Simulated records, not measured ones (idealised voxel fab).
process module | voxel self aligned contacts
cross-section cut | 270 nm wide | cells 5 nm
A cross-section is a grid of square cells, given in bands from the top down. A band is one or more rows of cells.
Each band's line starts with the height of the band's top and of its bottom, in nm. Then come its materials from left to right, each with its width in nm. One material with "throughout" fills the band from edge to edge. "air" is empty space.
Height 0 is the level under which the wafer as received is all one material. The lowest band goes on downwards, as in "0 down".
A width such as "30 to 40" changes by the same amount from each row of cells to the next, from the band's top row to its bottom row.
"no change" after a step means that no cell of the cross-section changed.
closed voids: empty space of 8 cells or more with no open way to the top, each as width x height at its distance from the left edge, in nm
after a step's settings: what the simulator itself notes on the step
overlay nm, on a step with a mask: how far to the right of its planned place the mask lay; to the left if negative
plan
1 op RECEIVE | material Si
2 op OXIDIZE | depth nm 5
3 op DIRECTIONAL_DEP | material polySi | thk nm 30
4 op DIRECTIONAL_DEP | material SiN | thk nm 20
5 op DIRECTIONAL_DEP | material aC | thk nm 10
6 op PATTERN | tone cover | mask id GATE | material resist | width nm 35 | pitch nm 70 | thk nm 25 | overlay nm 0
7 op DIRECTIONAL_ETCH | etch materials aC | depth nm 10
8 op STRIP | etch materials resist
9 op DIRECTIONAL_ETCH | etch materials SiN | depth nm 20
10 op DIRECTIONAL_ETCH | etch materials polySi | depth nm 30
11 op STRIP | etch materials aC
12 op CONFORMAL_DEP | material SiN | thk nm 10
13 op DIRECTIONAL_ETCH | etch materials SiN | depth nm 10
14 op FILL_DEP | material SiO2 | thk nm 15
15 op CMP | height nm 60
16 op PATTERN | tone open | mask id CONTACT | material resist | width nm 45 | pitch nm 70 | thk nm 15 | overlay nm 0
17 op DIRECTIONAL_ETCH | etch materials SiO2 | depth nm 65
18 op STRIP | etch materials resist
19 op CONFORMAL_DEP | material TiN | thk nm 5
20 op FILL_DEP | material Ru | thk nm 5
21 op CMP | height nm 60
22 op CONFORMAL_DEP | material SiN | thk nm 5
first wafer, as planned
as received, after step 1
  0 down: Si throughout
  closed voids: none
after step 2
  0 to -5: SiO2 throughout
  below -5: unchanged
after step 3
  30 to 0: polySi throughout
  below 0: unchanged
after step 4
  50 to 30: SiN throughout
  below 30: unchanged
after step 5
  60 to 50: aC throughout
  below 50: unchanged
after step 6
  85 to 60: air 45 | resist 35 | air 35 | resist 35 | air 35 | resist 35 | air 50
  below 60: unchanged
after step 7
  75 to 60: air 45 | resist 35 | air 35 | resist 35 | air 35 | resist 35 | air 50
  60 to 50: air 45 | aC 35 | air 35 | aC 35 | air 35 | aC 35 | air 50
  below 50: unchanged
after step 8
  60 to 50: air 45 | aC 35 | air 35 | aC 35 | air 35 | aC 35 | air 50
  below 50: unchanged
after step 9
  60 to 50: air 45 | aC 35 | air 35 | aC 35 | air 35 | aC 35 | air 50
  50 to 30: air 45 | SiN 35 | air 35 | SiN 35 | air 35 | SiN 35 | air 50
  below 30: unchanged
after step 10
  60 to 50: air 45 | aC 35 | air 35 | aC 35 | air 35 | aC 35 | air 50
  50 to 30: air 45 | SiN 35 | air 35 | SiN 35 | air 35 | SiN 35 | air 50
  30 to 0: air 45 | polySi 35 | air 35 | polySi 35 | air 35 | polySi 35 | air 50
  below 0: unchanged
after step 11
  50 to 30: air 45 | SiN 35 | air 35 | SiN 35 | air 35 | SiN 35 | air 50
  below 30: unchanged
after step 12
  60 to 30: air 35 | SiN 55 | air 15 | SiN 55 | air 15 | SiN 55 | air 40
  30 to 10: air 35 | SiN 10 | polySi 35 | SiN 10 | air 15 | SiN 10 | polySi 35 | SiN 10 | air 15 | SiN 10 | polySi 35 | SiN 10 | air 40
  10 to 0: SiN 45 | polySi 35 | SiN 35 | polySi 35 | SiN 35 | polySi 35 | SiN 50
  below 0: unchanged
after step 13
  50 to 30: air 35 | SiN 55 | air 15 | SiN 55 | air 15 | SiN 55 | air 40
  30 to 0: air 35 | SiN 10 | polySi 35 | SiN 10 | air 15 | SiN 10 | polySi 35 | SiN 10 | air 15 | SiN 10 | polySi 35 | SiN 10 | air 40
  below 0: unchanged
after step 14
  65 to 50: SiO2 throughout
  50 to 30: SiO2 35 | SiN 55 | SiO2 15 | SiN 55 | SiO2 15 | SiN 55 | SiO2 40
  30 to 0: SiO2 35 | SiN 10 | polySi 35 | SiN 10 | SiO2 15 | SiN 10 | polySi 35 | SiN 10 | SiO2 15 | SiN 10 | polySi 35 | SiN 10 | SiO2 40
  below 0: unchanged
after step 15
  60 to 50: SiO2 throughout
  below 50: unchanged
after step 16
  75 to 60: resist 75 | air 45 | resist 25 | air 45 | resist 80
  below 60: unchanged
after step 17
  75 to 60: resist 75 | air 45 | resist 25 | air 45 | resist 80
  60 to 50: SiO2 75 | air 45 | SiO2 25 | air 45 | SiO2 80
  50 to 30: SiO2 35 | SiN 55 | air 15 | SiN 55 | air 15 | SiN 55 | SiO2 40
  30 to 0: SiO2 35 | SiN 10 | polySi 35 | SiN 10 | air 15 | SiN 10 | polySi 35 | SiN 10 | air 15 | SiN 10 | polySi 35 | SiN 10 | SiO2 40
  0 to -5: SiO2 90 | air 15 | SiO2 55 | air 15 | SiO2 95
  below -5: unchanged
after step 18
  60 to 50: SiO2 75 | air 45 | SiO2 25 | air 45 | SiO2 80
  below 50: unchanged
after step 19
  65 to 60: TiN 80 | air 35 | TiN 35 | air 35 | TiN 85
  60 to 50: SiO2 75 | TiN 5 to 20 | air 35 to 5 | TiN 5 to 20 | SiO2 25 | TiN 5 to 20 | air 35 to 5 | TiN 5 to 20 | SiO2 80
  50 to 30: SiO2 35 | SiN 55 | TiN 5 | air 5 | TiN 5 | SiN 55 | TiN 5 | air 5 | TiN 5 | SiN 55 | SiO2 40
  30 to 0: SiO2 35 | SiN 10 | polySi 35 | SiN 10 | TiN 5 | air 5 | TiN 5 | SiN 10 | polySi 35 | SiN 10 | TiN 5 | air 5 | TiN 5 | SiN 10 | polySi 35 | SiN 10 | SiO2 40
  0 to -5: SiO2 90 | TiN 15 | SiO2 55 | TiN 15 | SiO2 95
  below -5: unchanged
after step 20
  70 to 65: Ru throughout
  65 to 60: TiN 80 | Ru 35 | TiN 35 | Ru 35 | TiN 85
  60 to 50: SiO2 75 | TiN 5 to 20 | Ru 35 to 5 | TiN 5 to 20 | SiO2 25 | TiN 5 to 20 | Ru 35 to 5 | TiN 5 to 20 | SiO2 80
  50 to 30: SiO2 35 | SiN 55 | TiN 5 | Ru 5 | TiN 5 | SiN 55 | TiN 5 | Ru 5 | TiN 5 | SiN 55 | SiO2 40
  30 to 0: SiO2 35 | SiN 10 | polySi 35 | SiN 10 | TiN 5 | Ru 5 | TiN 5 | SiN 10 | polySi 35 | SiN 10 | TiN 5 | Ru 5 | TiN 5 | SiN 10 | polySi 35 | SiN 10 | SiO2 40
  below 0: unchanged
after step 21
  60 to 50: SiO2 75 | TiN 5 to 20 | Ru 35 to 5 | TiN 5 to 20 | SiO2 25 | TiN 5 to 20 | Ru 35 to 5 | TiN 5 to 20 | SiO2 80
  below 50: unchanged
after step 22
  65 to 60: SiN throughout
  below 60: unchanged
second wafer: like start, like plan, one mistake. Through step 2 it matches the first wafer
when step 3 should have ended
  60 to 0: polySi throughout
  below 0: unchanged
when step 4 should have ended
  80 to 60: SiN throughout
  below 60: unchanged
when step 5 should have ended
  90 to 80: aC throughout
  below 80: unchanged
when step 6 should have ended
  115 to 90: air 45 | resist 35 | air 35 | resist 35 | air 35 | resist 35 | air 50
  below 90: unchanged
when step 7 should have ended
  105 to 90: air 45 | resist 35 | air 35 | resist 35 | air 35 | resist 35 | air 50
  90 to 80: air 45 | aC 35 | air 35 | aC 35 | air 35 | aC 35 | air 50
  below 80: unchanged
when step 8 should have ended
  90 to 80: air 45 | aC 35 | air 35 | aC 35 | air 35 | aC 35 | air 50
  below 80: unchanged
when step 9 should have ended
  90 to 80: air 45 | aC 35 | air 35 | aC 35 | air 35 | aC 35 | air 50
  80 to 60: air 45 | SiN 35 | air 35 | SiN 35 | air 35 | SiN 35 | air 50
  below 60: unchanged
when step 10 should have ended
  90 to 80: air 45 | aC 35 | air 35 | aC 35 | air 35 | aC 35 | air 50
  80 to 60: air 45 | SiN 35 | air 35 | SiN 35 | air 35 | SiN 35 | air 50
  60 to 30: air 45 | polySi 35 | air 35 | polySi 35 | air 35 | polySi 35 | air 50
  below 30: unchanged
when step 11 should have ended
  80 to 60: air 45 | SiN 35 | air 35 | SiN 35 | air 35 | SiN 35 | air 50
  below 60: unchanged
when step 12 should have ended
  90 to 60: air 35 | SiN 55 | air 15 | SiN 55 | air 15 | SiN 55 | air 40
  60 to 40: air 35 | SiN 10 | polySi 35 | SiN 10 | air 15 | SiN 10 | polySi 35 | SiN 10 | air 15 | SiN 10 | polySi 35 | SiN 10 | air 40
  40 to 30: SiN 45 | polySi 35 | SiN 35 | polySi 35 | SiN 35 | polySi 35 | SiN 50
  below 30: unchanged
when step 13 should have ended
  80 to 60: air 35 | SiN 55 | air 15 | SiN 55 | air 15 | SiN 55 | air 40
  60 to 30: air 35 | SiN 10 | polySi 35 | SiN 10 | air 15 | SiN 10 | polySi 35 | SiN 10 | air 15 | SiN 10 | polySi 35 | SiN 10 | air 40
  below 30: unchanged
when step 14 should have ended
  95 to 80: SiO2 throughout
  80 to 60: SiO2 35 | SiN 55 | SiO2 15 | SiN 55 | SiO2 15 | SiN 55 | SiO2 40
  60 to 30: SiO2 35 | SiN 10 | polySi 35 | SiN 10 | SiO2 15 | SiN 10 | polySi 35 | SiN 10 | SiO2 15 | SiN 10 | polySi 35 | SiN 10 | SiO2 40
  below 30: unchanged
when step 15 should have ended
  60 to 30: SiO2 35 | SiN 10 | polySi 35 | SiN 10 | SiO2 15 | SiN 10 | polySi 35 | SiN 10 | SiO2 15 | SiN 10 | polySi 35 | SiN 10 | SiO2 40
  below 30: unchanged
when step 16 should have ended
  75 to 60: resist 75 | air 45 | resist 25 | air 45 | resist 80
  below 60: unchanged
when step 17 should have ended
  75 to 60: resist 75 | air 45 | resist 25 | air 45 | resist 80
  60 to 30: SiO2 35 | SiN 10 | polySi 35 | SiN 10 | air 15 | SiN 10 | polySi 35 | SiN 10 | air 15 | SiN 10 | polySi 35 | SiN 10 | SiO2 40
  below 30: unchanged
when step 18 should have ended
  60 to 30: SiO2 35 | SiN 10 | polySi 35 | SiN 10 | air 15 | SiN 10 | polySi 35 | SiN 10 | air 15 | SiN 10 | polySi 35 | SiN 10 | SiO2 40
  below 30: unchanged
when step 19 should have ended
  65 to 60: TiN 95 | air 5 | TiN 65 | air 5 | TiN 100
  60 to 35: SiO2 35 | SiN 10 | polySi 35 | SiN 10 | TiN 5 | air 5 | TiN 5 | SiN 10 | polySi 35 | SiN 10 | TiN 5 | air 5 | TiN 5 | SiN 10 | polySi 35 | SiN 10 | SiO2 40
  35 to 30: SiO2 35 | SiN 10 | polySi 35 | SiN 10 | TiN 15 | SiN 10 | polySi 35 | SiN 10 | TiN 15 | SiN 10 | polySi 35 | SiN 10 | SiO2 40
  below 30: unchanged
when step 20 should have ended
  70 to 65: Ru throughout
  65 to 60: TiN 95 | Ru 5 | TiN 65 | Ru 5 | TiN 100
  60 to 35: SiO2 35 | SiN 10 | polySi 35 | SiN 10 | TiN 5 | Ru 5 | TiN 5 | SiN 10 | polySi 35 | SiN 10 | TiN 5 | Ru 5 | TiN 5 | SiN 10 | polySi 35 | SiN 10 | SiO2 40
  below 35: unchanged
when step 21 should have ended
  60 to 35: SiO2 35 | SiN 10 | polySi 35 | SiN 10 | TiN 5 | Ru 5 | TiN 5 | SiN 10 | polySi 35 | SiN 10 | TiN 5 | Ru 5 | TiN 5 | SiN 10 | polySi 35 | SiN 10 | SiO2 40
  below 35: unchanged
when step 22 should have ended
  65 to 60: SiN throughout
  below 60: unchanged
what went wrong: step 3 was run twice
at the end the second wafer has, in cells: 26 fewer of Ru | 132 fewer of SiN | 126 fewer of SiO2 | 40 fewer of TiN | 324 more of polySi
